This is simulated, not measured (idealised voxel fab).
Process module under the name voxel trench capacitor
Displayed cross-section: cut, width of 295 nm, square cells sized 5 nm.
Cross-section format: a grid of square cells, given as bands from top to bottom; each band is one or more rows of cells.
This entry defines a band. It first specifies the height of the band's top and the height of its bottom in nm, and then specifies the band's materials from left to right, stating each material with its width in nm. The word "edge to edge" identifies a single material that fills the band from edge to edge, while the word "blank" identifies empty space.
Heights from 0 (as-received wafer is one material below). Bottom band endless downward, as "from 0 down".
A width such as "30..40" changes by the same amount from each row of cells to the next, from the band's top row to its bottom row.
It should be understood that the words "remains unaltered", when stated for a given step, signify that the cross-section underwent no change in any of its cells during that step.
The list in "Closed void list" covers empty spaces of 8 cells or more that cannot reach the top through any open way, and it gives each as width x height at distance; the distance is from the left edge, and width, height and distance are in nm.
Anything after a step's settings on that line? It's the simulator's own note about the step.
"overlay nm" answers the question of how far to the right of plan the mask lay on a step that has a mask, and when it is negative the answer is to the left.
## So here's the lineup of process steps we planned
1 RECEIVE, material Si
2 CONFORMAL_DEP, material SiN, thk nm 10
3 DIRECTIONAL_DEP, material aC, thk nm 10
4 PATTERN, tone open, mask id TRENCH, material resist, width nm 25, pitch nm 45, thk nm 30, overlay nm 0
5 DIRECTIONAL_ETCH, etch materials aC, depth nm 10
6 STRIP, etch materials resist
7 DIRECTIONAL_ETCH, etch materials SiN, depth nm 10
8 DIRECTIONAL_ETCH, etch materials Si, depth nm 30
9 STRIP, etch materials aC
10 CONFORMAL_DEP, material Al2O3, thk nm 5
11 FILL_DEP, material polySi, thk nm 5
12 CMP, height nm 10
## First wafer out of two, processed as planned
## Delivered wafer in cross-section: state after step 1
  from 0 down  Si edge to edge
  Closed void list: none
## Cross-section of the wafer subsequent to step 2
  from 10 to 0  SiN edge to edge
  All layers under 0 are left as they were.
## Cross-section of the wafer subsequent to step 3
  from 20 to 10  aC edge to edge
  All layers under 10 are left as they were.
## Cross-section of the wafer subsequent to step 4
  from 50 to 20  resist 65; blank 25; resist 20; blank 25; resist 20; blank 25; resist 20; blank 25; resist 70
  All layers under 20 are left as they were.
## Cross-section of the wafer subsequent to step 5
  from 40 to 20  resist 65; blank 25; resist 20; blank 25; resist 20; blank 25; resist 20; blank 25; resist 70
  from 20 to 10  aC 65; blank 25; aC 20; blank 25; aC 20; blank 25; aC 20; blank 25; aC 70
  All layers under 10 are left as they were.
## Cross-section of the wafer subsequent to step 6
  from 20 to 10  aC 65; blank 25; aC 20; blank 25; aC 20; blank 25; aC 20; blank 25; aC 70
  All layers under 10 are left as they were.
## Cross-section of the wafer subsequent to step 7
  from 20 to 10  aC 65; blank 25; aC 20; blank 25; aC 20; blank 25; aC 20; blank 25; aC 70
  from 10 to 0  SiN 65; blank 25; SiN 20; blank 25; SiN 20; blank 25; SiN 20; blank 25; SiN 70
  All layers under 0 are left as they were.
## Cross-section of the wafer subsequent to step 8
  from 20 to 10  aC 65; blank 25; aC 20; blank 25; aC 20; blank 25; aC 20; blank 25; aC 70
  from 10 to 0  SiN 65; blank 25; SiN 20; blank 25; SiN 20; blank 25; SiN 20; blank 25; SiN 70
  from 0 to -30  Si 65; blank 25; Si 20; blank 25; Si 20; blank 25; Si 20; blank 25; Si 70
  All layers under -30 are left as they were.
## Cross-section of the wafer subsequent to step 9
  from 10 to 0  SiN 65; blank 25; SiN 20; blank 25; SiN 20; blank 25; SiN 20; blank 25; SiN 70
  All layers under 0 are left as they were.
## Cross-section of the wafer subsequent to step 10
  from 15 to 10  Al2O3 70; blank 15; Al2O3 30; blank 15; Al2O3 30; blank 15; Al2O3 30; blank 15; Al2O3 75
  from 10 to 0  SiN 65; Al2O3 5; blank 15; Al2O3 5; SiN 20; Al2O3 5; blank 15; Al2O3 5; SiN 20; Al2O3 5; blank 15; Al2O3 5; SiN 20; Al2O3 5; blank 15; Al2O3 5; SiN 70
  from 0 to -25  Si 65; Al2O3 5; blank 15; Al2O3 5; Si 20; Al2O3 5; blank 15; Al2O3 5; Si 20; Al2O3 5; blank 15; Al2O3 5; Si 20; Al2O3 5; blank 15; Al2O3 5; Si 70
  from -25 to -30  Si 65; Al2O3 25; Si 20; Al2O3 25; Si 20; Al2O3 25; Si 20; Al2O3 25; Si 70
  All layers under -30 are left as they were.
## Cross-section of the wafer subsequent to step 11
  from 20 to 15  polySi edge to edge
  from 15 to 10  Al2O3 70; polySi 15; Al2O3 30; polySi 15; Al2O3 30; polySi 15; Al2O3 30; polySi 15; Al2O3 75
  from 10 to 0  SiN 65; Al2O3 5; polySi 15; Al2O3 5; SiN 20; Al2O3 5; polySi 15; Al2O3 5; SiN 20; Al2O3 5; polySi 15; Al2O3 5; SiN 20; Al2O3 5; polySi 15; Al2O3 5; SiN 70
  from 0 to -25  Si 65; Al2O3 5; polySi 15; Al2O3 5; Si 20; Al2O3 5; polySi 15; Al2O3 5; Si 20; Al2O3 5; polySi 15; Al2O3 5; Si 20; Al2O3 5; polySi 15; Al2O3 5; Si 70
  All layers under -25 are left as they were.
## Cross-section of the wafer subsequent to step 12
  from 10 to 0  SiN 65; Al2O3 5; polySi 15; Al2O3 5; SiN 20; Al2O3 5; polySi 15; Al2O3 5; SiN 20; Al2O3 5; polySi 15; Al2O3 5; SiN 20; Al2O3 5; polySi 15; Al2O3 5; SiN 70
  All layers under 0 are left as they were.
## Second Wafer (Identical Start and Plan, One Processing Error; Matches First Wafer Through Step 3)
## X-section, second wafer, when step 4 was due to finish
  from 50 to 20  resist 55; blank 25; resist 20; blank 25; resist 20; blank 25; resist 20; blank 25; resist 80
  All layers under 20 are left as they were.
## X-section, second wafer, when step 5 was due to finish
  from 40 to 20  resist 55; blank 25; resist 20; blank 25; resist 20; blank 25; resist 20; blank 25; resist 80
  from 20 to 10  aC 55; blank 25; aC 20; blank 25; aC 20; blank 25; aC 20; blank 25; aC 80
  All layers under 10 are left as they were.
## X-section, second wafer, when step 6 was due to finish
  from 20 to 10  aC 55; blank 25; aC 20; blank 25; aC 20; blank 25; aC 20; blank 25; aC 80
  All layers under 10 are left as they were.
## X-section, second wafer, when step 7 was due to finish
  from 20 to 10  aC 55; blank 25; aC 20; blank 25; aC 20; blank 25; aC 20; blank 25; aC 80
  from 10 to 0  SiN 55; blank 25; SiN 20; blank 25; SiN 20; blank 25; SiN 20; blank 25; SiN 80
  All layers under 0 are left as they were.
## X-section, second wafer, when step 8 was due to finish
  from 20 to 10  aC 55; blank 25; aC 20; blank 25; aC 20; blank 25; aC 20; blank 25; aC 80
  from 10 to 0  SiN 55; blank 25; SiN 20; blank 25; SiN 20; blank 25; SiN 20; blank 25; SiN 80
  from 0 to -30  Si 55; blank 25; Si 20; blank 25; Si 20; blank 25; Si 20; blank 25; Si 80
  All layers under -30 are left as they were.
## X-section, second wafer, when step 9 was due to finish
  from 10 to 0  SiN 55; blank 25; SiN 20; blank 25; SiN 20; blank 25; SiN 20; blank 25; SiN 80
  All layers under 0 are left as they were.
## X-section, second wafer, when step 10 was due to finish
  from 15 to 10  Al2O3 60; blank 15; Al2O3 30; blank 15; Al2O3 30; blank 15; Al2O3 30; blank 15; Al2O3 85
  from 10 to 0  SiN 55; Al2O3 5; blank 15; Al2O3 5; SiN 20; Al2O3 5; blank 15; Al2O3 5; SiN 20; Al2O3 5; blank 15; Al2O3 5; SiN 20; Al2O3 5; blank 15; Al2O3 5; SiN 80
  from 0 to -25  Si 55; Al2O3 5; blank 15; Al2O3 5; Si 20; Al2O3 5; blank 15; Al2O3 5; Si 20; Al2O3 5; blank 15; Al2O3 5; Si 20; Al2O3 5; blank 15; Al2O3 5; Si 80
  from -25 to -30  Si 55; Al2O3 25; Si 20; Al2O3 25; Si 20; Al2O3 25; Si 20; Al2O3 25; Si 80
  All layers under -30 are left as they were.
## X-section, second wafer, when step 11 was due to finish
  from 20 to 15  polySi edge to edge
  from 15 to 10  Al2O3 60; polySi 15; Al2O3 30; polySi 15; Al2O3 30; polySi 15; Al2O3 30; polySi 15; Al2O3 85
  from 10 to 0  SiN 55; Al2O3 5; polySi 15; Al2O3 5; SiN 20; Al2O3 5; polySi 15; Al2O3 5; SiN 20; Al2O3 5; polySi 15; Al2O3 5; SiN 20; Al2O3 5; polySi 15; Al2O3 5; SiN 80
  from 0 to -25  Si 55; Al2O3 5; polySi 15; Al2O3 5; Si 20; Al2O3 5; polySi 15; Al2O3 5; Si 20; Al2O3 5; polySi 15; Al2O3 5; Si 20; Al2O3 5; polySi 15; Al2O3 5; Si 80
  All layers under -25 are left as they were.
## X-section, second wafer, when step 12 was due to finish
  from 10 to 0  SiN 55; Al2O3 5; polySi 15; Al2O3 5; SiN 20; Al2O3 5; polySi 15; Al2O3 5; SiN 20; Al2O3 5; polySi 15; Al2O3 5; SiN 20; Al2O3 5; polySi 15; Al2O3 5; SiN 80
  All layers under 0 are left as they were.
Diagnosis: step 4 was processed under conditions differing from the plan, specifically as PATTERN, tone open, mask id TRENCH, material resist, width nm 25, pitch nm 45, thk nm 30, overlay nm -10
When the process is done, the second wafer contains the same cell count of every material as the first wafer, but distributed over other locations.
